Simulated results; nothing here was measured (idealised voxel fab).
Process module heading - voxel released beams
Cross-section cut spans 270 nm and uses square cells 5 nm in size.
Think of the cross-section as a grid of square cells. We describe it in bands, top to bottom, and each band covers one or more rows of those cells. Look at the band entry: it leads with the top's height and the bottom's height in nm. Then it lists the materials left to right, with a width in nm for each. The word "all across" on a single material says that material fills the band edge to edge. The word "blank" is empty space. All heights in this document are referenced to 0, defined as the level beneath which the wafer, as received, consists entirely of one material. The lowest band is not bounded below; it extends indefinitely downward and is written in the form "0 -> down". With a width like "30..40", each row of cells in the band differs from the next by the same amount, the top row carrying the first number and the bottom row the second. Step note "nothing got changed" = no cross-section cell changed. Enclosed voids (no open way to top), threshold 8 cells or more, entry "Internal closed voids", notation width x height at distance, distance from left edge, nm. What comes after the settings on a step's line is commentary from the simulator itself on that step. Each step line may optionally specify "overlay nm", which for a step with a mask gives the rightward distance between the mask's planned place and where it lay, a negative value indicating the leftward direction.
Listed below are the process steps as planned:
1,RECEIVE: material Si
2,CONFORMAL_DEP: material SiN, thk nm 5
3,DIRECTIONAL_DEP: material SiO2, thk nm 10
4,MASKED_ETCH: tone open, mask id ANCHOR, width nm 35, etch materials SiO2, depth nm 10, overlay nm 0
5,CONFORMAL_DEP: material polySi, thk nm 10
6,DIRECTIONAL_DEP: material aC, thk nm 15
7,PATTERN: tone cover, mask id BEAM, material resist, width nm 100, thk nm 30, overlay nm 0
8,DIRECTIONAL_ETCH: etch materials aC, depth nm 15
9,STRIP: etch materials resist
10,DIRECTIONAL_ETCH: etch materials polySi, depth nm 10
11,STRIP: etch materials aC
12,STRIP: etch materials SiO2
Cross-section of the wafer upon arrival, representing the state reached after step 1:
  0 -> down: Si all across
  Internal closed voids: none
Post-module cross-section: identical start and plan to those above, one misstep in execution:
  20 -> 10: blank 80..85 / polySi 10..5 / blank 25 / polySi 65..5 / blank 90..150
  10 -> 5: blank 85 / polySi 35 / blank 150
  5 -> 0: SiN all across
  0 -> down: Si all across
  Internal closed voids: none
what went wrong: step 5: run off-plan, actual operation and settings CONFORMAL_DEP: material polySi, thk nm 5
